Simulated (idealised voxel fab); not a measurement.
process module | voxel transistor to metal
cross-section cut | 195 nm wide | cells 5 nm
A cross-section is a grid of square cells, given in bands from the top down. A band is one or more rows of cells.
Each band's line starts with the height of the band's top and of its bottom, in nm. Then come its materials from left to right, each with its width in nm. One material with "throughout" fills the band from edge to edge. "air" is empty space.
Height 0 is the level under which the wafer as received is all one material. The lowest band goes on downwards, as in "0 down".
A width such as "30 to 40" changes by the same amount from each row of cells to the next, from the band's top row to its bottom row.
"no change" after a step means that no cell of the cross-section changed.
closed voids: empty space of 8 cells or more with no open way to the top, each as width x height at its distance from the left edge, in nm
after a step's settings: what the simulator itself notes on the step
overlay nm, on a step with a mask: how far to the right of its planned place the mask lay; to the left if negative
plan
1 op RECEIVE | material Si
2 op CONFORMAL_DEP | material SiO2 | thk nm 5
3 op CONFORMAL_DEP | material SiN | thk nm 10
4 op PATTERN | tone cover | mask id ACTIVE | material resist | width nm 125 | thk nm 15 | overlay nm 0
5 op DIRECTIONAL_ETCH | etch materials SiN | depth nm 10
6 op DIRECTIONAL_ETCH | etch materials SiO2 | depth nm 5
7 op DIRECTIONAL_ETCH | etch materials Si | depth nm 20
8 op STRIP | etch materials resist
9 op OXIDIZE | depth nm 5
10 op FILL_DEP | material SiO2 | thk nm 5
11 op CMP | height nm 15
12 op SELECTIVE_ETCH | etch materials SiO2 | depth nm 10
13 op STRIP | etch materials SiN
14 op SELECTIVE_ETCH | etch materials SiO2 | depth nm 5
15 op OXIDIZE | depth nm 5
16 op DIRECTIONAL_DEP | material polySi | thk nm 30
17 op DIRECTIONAL_DEP | material SiCN | thk nm 15
18 op PATTERN | tone cover | mask id GATE | material resist | width nm 35 | thk nm 15 | overlay nm 0
19 op DIRECTIONAL_ETCH | etch materials SiCN | depth nm 25
20 op DIRECTIONAL_ETCH | etch materials polySi | depth nm 40
21 op STRIP | etch materials resist
22 op CONFORMAL_DEP | material SiO2 | thk nm 5
23 op DIRECTIONAL_ETCH | etch materials SiO2 | depth nm 5
24 op CONFORMAL_DEP | material SiN | thk nm 5
25 op DIRECTIONAL_ETCH | etch materials SiN | depth nm 5
26 op DIRECTIONAL_ETCH | etch materials SiO2 | depth nm 5
27 op DIRECTIONAL_ETCH | etch materials Si | depth nm 15
28 op EPI | material SiGe | thk nm 20
29 op FILL_DEP | material SiO2 | thk nm 5
30 op CMP | height nm 30
31 op STRIP | etch materials polySi
32 op SELECTIVE_ETCH | etch materials SiO2 | depth nm 5
33 op CONFORMAL_DEP | material HfO2 | thk nm 5
34 op CONFORMAL_DEP | material TiN | thk nm 5
35 op FILL_DEP | material W | thk nm 10
36 op CMP | height nm 25
37 op DIRECTIONAL_DEP | material SiO2 | thk nm 10
38 op DIRECTIONAL_DEP | material aC | thk nm 15
39 op PATTERN | tone open | mask id CONTACT | material resist | width nm 15 | pitch nm 90 | thk nm 30 | overlay nm 0
40 op DIRECTIONAL_ETCH | etch materials aC | depth nm 15
41 op STRIP | etch materials resist
42 op DIRECTIONAL_ETCH | etch materials SiO2 | depth nm 35
43 op STRIP | etch materials aC
44 op CONFORMAL_DEP | material TiN | thk nm 5
45 op FILL_DEP | material Ru | thk nm 5
46 op CMP | height nm 35
47 op DIRECTIONAL_DEP | material TiN | thk nm 5
48 op DIRECTIONAL_DEP | material W | thk nm 15
49 op PATTERN | tone cover | mask id METAL_1 | material resist | width nm 15 | pitch nm 90 | thk nm 15 | overlay nm 0
50 op DIRECTIONAL_ETCH | etch materials W | depth nm 15
51 op DIRECTIONAL_ETCH | etch materials TiN | depth nm 5
52 op STRIP | etch materials resist
53 op FILL_DEP | material lowk | thk nm 10
54 op CMP | height nm 55
55 op CONFORMAL_DEP | material SiN | thk nm 5
as received, after step 1
  0 down: Si throughout
  closed voids: none
first wafer at the end, as planned
  60 to 55: SiN throughout
  55 to 40: lowk 45 | W 15 | lowk 75 | W 15 | lowk 45
  40 to 35: lowk 45 | TiN 15 | lowk 75 | TiN 15 | lowk 45
  35 to 25: SiO2 45 | TiN 5 | Ru 5 | TiN 5 | SiO2 75 | TiN 5 | Ru 5 | TiN 5 | SiO2 45
  25 to 20: SiO2 45 | TiN 5 | Ru 5 | TiN 5 | SiO2 10 | SiN 5 | HfO2 5 | TiN 5 | W 25 | TiN 5 | HfO2 5 | SiN 5 | SiO2 10 | TiN 5 | Ru 5 | TiN 5 | SiO2 45
  20 to 15: SiO2 45 | TiN 15 | SiO2 10 | SiN 5 | HfO2 5 | TiN 5 | W 25 | TiN 5 | HfO2 5 | SiN 5 | SiO2 10 | TiN 15 | SiO2 45
  15 to 5: SiO2 45 | TiN 5 | SiGe 20 | SiN 5 | HfO2 5 | TiN 5 | W 25 | TiN 5 | HfO2 5 | SiN 5 | SiGe 20 | TiN 5 | SiO2 45
  5 to 0: SiO2 45 | TiN 5 | SiGe 20 | SiN 5 | HfO2 5 | TiN 35 | HfO2 5 | SiN 5 | SiGe 20 | TiN 5 | SiO2 45
  0 to -5: SiO2 35 | SiGe 35 | SiO2 5 | HfO2 45 | SiO2 5 | SiGe 35 | SiO2 35
  -5 to -20: SiO2 40 | SiGe 30 | Si 55 | SiGe 30 | SiO2 40
  -20 to -25: SiO2 40 | Si 115 | SiO2 40
  -25 down: Si throughout
  closed voids: none
second wafer at the end: like start, like plan, one mistake
  60 to 55: SiN throughout
  55 to 40: lowk 45 | W 15 | lowk 75 | W 15 | lowk 45
  40 to 35: lowk 45 | TiN 15 | lowk 75 | TiN 15 | lowk 45
  35 to 25: SiO2 45 | TiN 5 | Ru 5 | TiN 5 | SiO2 75 | TiN 5 | Ru 5 | TiN 5 | SiO2 45
  25 to 20: SiO2 45 | TiN 5 | Ru 5 | TiN 5 | SiO2 10 | SiN 5 | HfO2 5 | aC 5 | W 25 | aC 5 | HfO2 5 | SiN 5 | SiO2 10 | TiN 5 | Ru 5 | TiN 5 | SiO2 45
  20 to 15: SiO2 45 | TiN 15 | SiO2 10 | SiN 5 | HfO2 5 | aC 5 | W 25 | aC 5 | HfO2 5 | SiN 5 | SiO2 10 | TiN 15 | SiO2 45
  15 to 5: SiO2 45 | TiN 5 | SiGe 20 | SiN 5 | HfO2 5 | aC 5 | W 25 | aC 5 | HfO2 5 | SiN 5 | SiGe 20 | TiN 5 | SiO2 45
  5 to 0: SiO2 45 | TiN 5 | SiGe 20 | SiN 5 | HfO2 5 | aC 35 | HfO2 5 | SiN 5 | SiGe 20 | TiN 5 | SiO2 45
  0 to -5: SiO2 35 | SiGe 35 | SiO2 5 | HfO2 45 | SiO2 5 | SiGe 35 | SiO2 35
  -5 to -20: SiO2 40 | SiGe 30 | Si 55 | SiGe 30 | SiO2 40
  -20 to -25: SiO2 40 | Si 115 | SiO2 40
  -25 down: Si throughout
  closed voids: none
what went wrong: step 34 ran as: op CONFORMAL_DEP | material aC | thk nm 5
at the end the second wafer has, in cells: 15 fewer of TiN | 15 more of aC
